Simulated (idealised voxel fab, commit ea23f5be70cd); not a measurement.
process module | voxel transistor to metal
cross-section cut | 295 nm wide | cells 5 nm
A cross-section is a grid of square cells, given in bands from the top down. A band is one or more rows of cells.
Each band's line starts with the height of the band's top and of its bottom, in nm. Then come its materials from left to right, each with its width in nm. One material with "throughout" fills the band from edge to edge. "air" is empty space.
Height 0 is the level under which the wafer as received is all one material. The lowest band goes on downwards, as in "0 down".
A width such as "30 to 40" changes by the same amount from each row of cells to the next, from the band's top row to its bottom row.
"no change" after a step means that no cell of the cross-section changed.
closed voids: empty space of 8 cells or more with no open way to the top, each as width x height at its distance from the left edge, in nm
after a step's settings: what the simulator itself notes on the step
overlay nm, on a step with a mask: how far to the right of its planned place the mask lay; to the left if negative
plan
1 op RECEIVE | material Si
2 op CONFORMAL_DEP | material SiO2 | thk nm 5
3 op CONFORMAL_DEP | material SiN | thk nm 10
4 op DIRECTIONAL_DEP | material aC | thk nm 15
5 op PATTERN | tone cover | mask id ACTIVE | material resist | width nm 115 | pitch nm 145 | thk nm 30 | overlay nm 0
6 op DIRECTIONAL_ETCH | etch materials aC | depth nm 15
7 op STRIP | etch materials resist
8 op DIRECTIONAL_ETCH | etch materials SiN | depth nm 10
9 op DIRECTIONAL_ETCH | etch materials SiO2 | depth nm 5
10 op DIRECTIONAL_ETCH | etch materials Si | depth nm 30
11 op STRIP | etch materials aC
12 op OXIDIZE | depth nm 5
13 op FILL_DEP | material SiO2 | thk nm 5
14 op CMP | height nm 15
15 op SELECTIVE_ETCH | etch materials SiO2 | depth nm 10
16 op STRIP | etch materials SiN
17 op SELECTIVE_ETCH | etch materials SiO2 | depth nm 5
18 op OXIDIZE | depth nm 5
19 op DIRECTIONAL_DEP | material polySi | thk nm 20
20 op DIRECTIONAL_DEP | material SiCN | thk nm 10
21 op DIRECTIONAL_DEP | material aC | thk nm 15
22 op PATTERN | tone cover | mask id GATE | material resist | width nm 25 | pitch nm 145 | thk nm 30 | overlay nm 0
23 op DIRECTIONAL_ETCH | etch materials aC | depth nm 15
24 op STRIP | etch materials resist
25 op DIRECTIONAL_ETCH | etch materials SiCN | depth nm 20
26 op DIRECTIONAL_ETCH | etch materials polySi | depth nm 30
27 op STRIP | etch materials aC
28 op CONFORMAL_DEP | material SiN | thk nm 5
29 op DIRECTIONAL_ETCH | etch materials SiN | depth nm 5
30 op DIRECTIONAL_ETCH | etch materials SiO2 | depth nm 5
31 op DIRECTIONAL_ETCH | etch materials Si | depth nm 5
32 op EPI | material pSi | thk nm 5
33 op FILL_DEP | material SiO2 | thk nm 5
34 op CMP | height nm 20
35 op STRIP | etch materials polySi
36 op SELECTIVE_ETCH | etch materials SiO2 | depth nm 5
37 op CONFORMAL_DEP | material HfO2 | thk nm 5
38 op CONFORMAL_DEP | material TiN | thk nm 5
39 op FILL_DEP | material W | thk nm 10
40 op CMP | height nm 15
41 op DIRECTIONAL_DEP | material SiO2 | thk nm 10
42 op PATTERN | tone open | mask id CONTACT | material resist | width nm 20 | thk nm 15 | overlay nm 0
43 op DIRECTIONAL_ETCH | etch materials SiO2 | depth nm 30
44 op STRIP | etch materials resist
45 op CONFORMAL_DEP | material TiN | thk nm 5
46 op FILL_DEP | material W | thk nm 5
47 op CMP | height nm 25
48 op CONFORMAL_DEP | material SiN | thk nm 5
49 op DIRECTIONAL_DEP | material lowk | thk nm 20
50 op MASKED_ETCH | tone open | mask id METAL_1 | width nm 20 | etch materials lowk | depth nm 20 | overlay nm 0
51 op MASKED_ETCH | tone open | mask id METAL_1 | width nm 20 | etch materials SiN | depth nm 5 | overlay nm 0
52 op CONFORMAL_DEP | material TiN | thk nm 5
53 op FILL_DEP | material Cu | thk nm 5
54 op CMP | height nm 50
55 op EPI | material Ru | thk nm 5
56 op FILL_DEP | material SiCN | thk nm 5
57 op DIRECTIONAL_DEP | material lowk | thk nm 25
58 op MASKED_ETCH | tone open | mask id METAL_2_HOLES | width nm 15 | pitch nm 145 | etch materials lowk | depth nm 25 | overlay nm 0
59 op DIRECTIONAL_DEP | material aC | thk nm 15
60 op PATTERN | tone open | mask id METAL_2 | material resist | width nm 20 | pitch nm 145 | thk nm 35 | overlay nm 0
61 op DIRECTIONAL_ETCH | etch materials aC | depth nm 15
62 op STRIP | etch materials resist
63 op DIRECTIONAL_ETCH | etch materials lowk | depth nm 15
64 op DIRECTIONAL_ETCH | etch materials SiCN | depth nm 5
65 op STRIP | etch materials aC
66 op CONFORMAL_DEP | material TiN | thk nm 5
67 op FILL_DEP | material Cu | thk nm 10
68 op CMP | height nm 85
69 op CONFORMAL_DEP | material SiN | thk nm 5
as received, after step 1
  0 down: Si throughout
  closed voids: none
first wafer at the end, as planned
  90 to 85: SiN throughout
  85 to 75: lowk 25 | TiN 5 | Cu 10 | TiN 5 | lowk 125 | TiN 5 | Cu 10 | TiN 5 | lowk 105
  75 to 70: lowk 25 | TiN 5 | Cu 5 | TiN 10 | lowk 125 | TiN 5 | Cu 5 | TiN 10 | lowk 105
  70 to 60: lowk 25 | TiN 5 | Cu 5 | TiN 5 | lowk 130 | TiN 5 | Cu 5 | TiN 5 | lowk 110
  60 to 55: SiCN 25 | TiN 15 | SiCN 130 | TiN 15 | SiCN 110
  55 to 50: SiCN 20 | Ru 30 | SiCN 45 | Ru 30 | SiCN 40 | Ru 30 | SiCN 45 | Ru 30 | SiCN 25
  50 to 30: lowk 25 | TiN 5 | Cu 10 | TiN 5 | lowk 55 | TiN 5 | Cu 10 | TiN 5 | lowk 50 | TiN 5 | Cu 10 | TiN 5 | lowk 55 | TiN 5 | Cu 10 | TiN 5 | lowk 30
  30 to 25: SiN 25 | TiN 20 | SiN 55 | TiN 20 | SiN 50 | TiN 20 | SiN 55 | TiN 20 | SiN 30
  25 to 15: SiO2 25 | TiN 5 | W 10 | TiN 5 | SiO2 55 | TiN 5 | W 10 | TiN 5 | SiO2 50 | TiN 5 | W 10 | TiN 5 | SiO2 55 | TiN 5 | W 10 | TiN 5 | SiO2 30
  15 to 5: SiO2 25 | TiN 5 | W 10 | TiN 5 | SiO2 10 | SiN 5 | HfO2 5 | TiN 5 | W 5 | TiN 5 | HfO2 5 | SiN 5 | SiO2 10 | TiN 5 | W 10 | TiN 5 | SiO2 50 | TiN 5 | W 10 | TiN 5 | SiO2 10 | SiN 5 | HfO2 5 | TiN 5 | W 5 | TiN 5 | HfO2 5 | SiN 5 | SiO2 10 | TiN 5 | W 10 | TiN 5 | SiO2 30
  5 to 0: SiO2 25 | TiN 5 | W 10 | TiN 5 | SiO2 10 | SiN 5 | HfO2 5 | TiN 15 | HfO2 5 | SiN 5 | SiO2 10 | TiN 5 | W 10 | TiN 5 | SiO2 50 | TiN 5 | W 10 | TiN 5 | SiO2 10 | SiN 5 | HfO2 5 | TiN 15 | HfO2 5 | SiN 5 | SiO2 10 | TiN 5 | W 10 | TiN 5 | SiO2 30
  0 to -5: SiO2 25 | TiN 20 | SiO2 5 | pSi 5 | HfO2 35 | pSi 5 | SiO2 5 | TiN 20 | SiO2 50 | TiN 20 | SiO2 5 | pSi 5 | HfO2 35 | pSi 5 | SiO2 5 | TiN 20 | SiO2 30
  -5 to -10: SiO2 20 | pSi 35 | Si 35 | pSi 35 | SiO2 40 | pSi 35 | Si 35 | pSi 35 | SiO2 25
  -10 to -35: SiO2 20 | Si 105 | SiO2 40 | Si 105 | SiO2 25
  -35 down: Si throughout
  closed voids: none
second wafer at the end: like start, like plan, one mistake
  90 to 85: SiN throughout
  85 to 75: lowk 25 | TiN 5 | Cu 10 | TiN 5 | lowk 125 | TiN 5 | Cu 10 | TiN 5 | lowk 105
  75 to 70: lowk 25 | TiN 5 | Cu 5 | TiN 10 | lowk 125 | TiN 5 | Cu 5 | TiN 10 | lowk 105
  70 to 60: lowk 25 | TiN 5 | Cu 5 | TiN 5 | lowk 130 | TiN 5 | Cu 5 | TiN 5 | lowk 110
  60 to 55: SiCN 25 | TiN 15 | SiCN 130 | TiN 15 | SiCN 110
  55 to 50: SiCN 20 | Ru 30 | SiCN 45 | Ru 30 | SiCN 40 | Ru 30 | SiCN 45 | Ru 30 | SiCN 25
  50 to 30: lowk 25 | TiN 5 | Cu 10 | TiN 5 | lowk 55 | TiN 5 | Cu 10 | TiN 5 | lowk 50 | TiN 5 | Cu 10 | TiN 5 | lowk 55 | TiN 5 | Cu 10 | TiN 5 | lowk 30
  30 to 25: SiN 25 | TiN 20 | SiN 55 | TiN 20 | SiN 50 | TiN 20 | SiN 55 | TiN 20 | SiN 30
  25 to 15: SiO2 25 | TiN 5 | W 10 | TiN 5 | SiO2 55 | TiN 5 | W 10 | TiN 5 | SiO2 50 | TiN 5 | W 10 | TiN 5 | SiO2 55 | TiN 5 | W 10 | TiN 5 | SiO2 30
  15 to 5: SiO2 25 | TiN 5 | W 10 | TiN 5 | SiO2 10 | SiN 5 | TiN 5 | HfO2 5 | W 5 | HfO2 5 | TiN 5 | SiN 5 | SiO2 10 | TiN 5 | W 10 | TiN 5 | SiO2 50 | TiN 5 | W 10 | TiN 5 | SiO2 10 | SiN 5 | TiN 5 | HfO2 5 | W 5 | HfO2 5 | TiN 5 | SiN 5 | SiO2 10 | TiN 5 | W 10 | TiN 5 | SiO2 30
  5 to 0: SiO2 25 | TiN 5 | W 10 | TiN 5 | SiO2 10 | SiN 5 | TiN 5 | HfO2 15 | TiN 5 | SiN 5 | SiO2 10 | TiN 5 | W 10 | TiN 5 | SiO2 50 | TiN 5 | W 10 | TiN 5 | SiO2 10 | SiN 5 | TiN 5 | HfO2 15 | TiN 5 | SiN 5 | SiO2 10 | TiN 5 | W 10 | TiN 5 | SiO2 30
  0 to -5: SiO2 25 | TiN 20 | SiO2 5 | pSi 5 | TiN 35 | pSi 5 | SiO2 5 | TiN 20 | SiO2 50 | TiN 20 | SiO2 5 | pSi 5 | TiN 35 | pSi 5 | SiO2 5 | TiN 20 | SiO2 30
  -5 to -10: SiO2 20 | pSi 35 | Si 35 | pSi 35 | SiO2 40 | pSi 35 | Si 35 | pSi 35 | SiO2 25
  -10 to -35: SiO2 20 | Si 105 | SiO2 40 | Si 105 | SiO2 25
  -35 down: Si throughout
  closed voids: none
what went wrong: steps 37 and 38 were swapped
at the end the second wafer has, in cells: 12 fewer of HfO2 | 12 more of TiN
